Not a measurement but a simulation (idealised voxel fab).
Module name: voxel released beams (process module)
245 nm wide, 5 nm square cells: that's cross-section cut.
In this document a cross-section is written as a grid of square cells. It is given as a series of bands, listed from the top down, and a band is one or more rows of cells.
Top height, bottom height, nm. Materials left to right, width each, nm. Single material + "edge to edge" = fills band edge to edge. "air" = empty.
Basically, 0 is our baseline, since under it the wafer straight out of the box is all one material. The bottom band has no lower end and keeps on going down, so it looks like "0 -> down".
Quick explanation for "30..40": the width changes in equal steps down the rows of cells, from the first number in the band's top row to the second number in its bottom row.
Given "remained unchanged" for a step, no cell of the cross-section differs between before and after that step.
"closed voids" enumerates empty spaces isolated from the top, with no open way to it, that contain at least 8 cells, giving each as width x height at distance from the left edge, all three in nm.
What comes after the settings on a step's line is commentary from the simulator itself on that step.
A step's line can hold "overlay nm"; with a mask on that step, the setting says how far right of the planned place the mask lay, while a negative setting says it lay to the left.

-- Process steps (planned)
- 1: RECEIVE | material Si
- 2: CONFORMAL_DEP | material SiN | thk nm 5
- 3: DIRECTIONAL_DEP | material SiO2 | thk nm 5
- 4: DIRECTIONAL_DEP | material aC | thk nm 15
- 5: PATTERN | tone open | mask id ANCHOR | material resist | width nm 35 | thk nm 35 | overlay nm 0
- 6: DIRECTIONAL_ETCH | etch materials aC | depth nm 15
- 7: STRIP | etch materials resist
- 8: DIRECTIONAL_ETCH | etch materials SiO2 | depth nm 10
- 9: STRIP | etch materials aC
- 10: CONFORMAL_DEP | material polySi | thk nm 15
- 11: PATTERN | tone cover | mask id BEAM | material resist | width nm 110 | thk nm 15 | overlay nm 0
- 12: DIRECTIONAL_ETCH | etch materials polySi | depth nm 15
- 13: STRIP | etch materials resist
- 14: STRIP | etch materials SiO2
The thk nm used in step 3 is not the same on every wafer, whereas the starting condition is; the value printed in the plan is the first wafer's.

-- Incoming state of the first of several wafers in cross-section: after step 1
- 0 -> down | Si edge to edge
- closed voids: none

-- Here is how to read the rows: every wafer has a row, and it shows the wafer at the end of the module, giving for each material how many cells were gained (+) or lost (-) since the wafer was received, then listing its closed voids
thk nm 5 | +49 SiN | +72 polySi | closed voids: none
thk nm 10 | +49 SiN | +78 polySi | closed voids: none
thk nm 15 | +49 SiN | closed voids: none
thk nm 20 | +49 SiN | closed voids: none
thk nm 25 | +49 SiN | closed voids: none
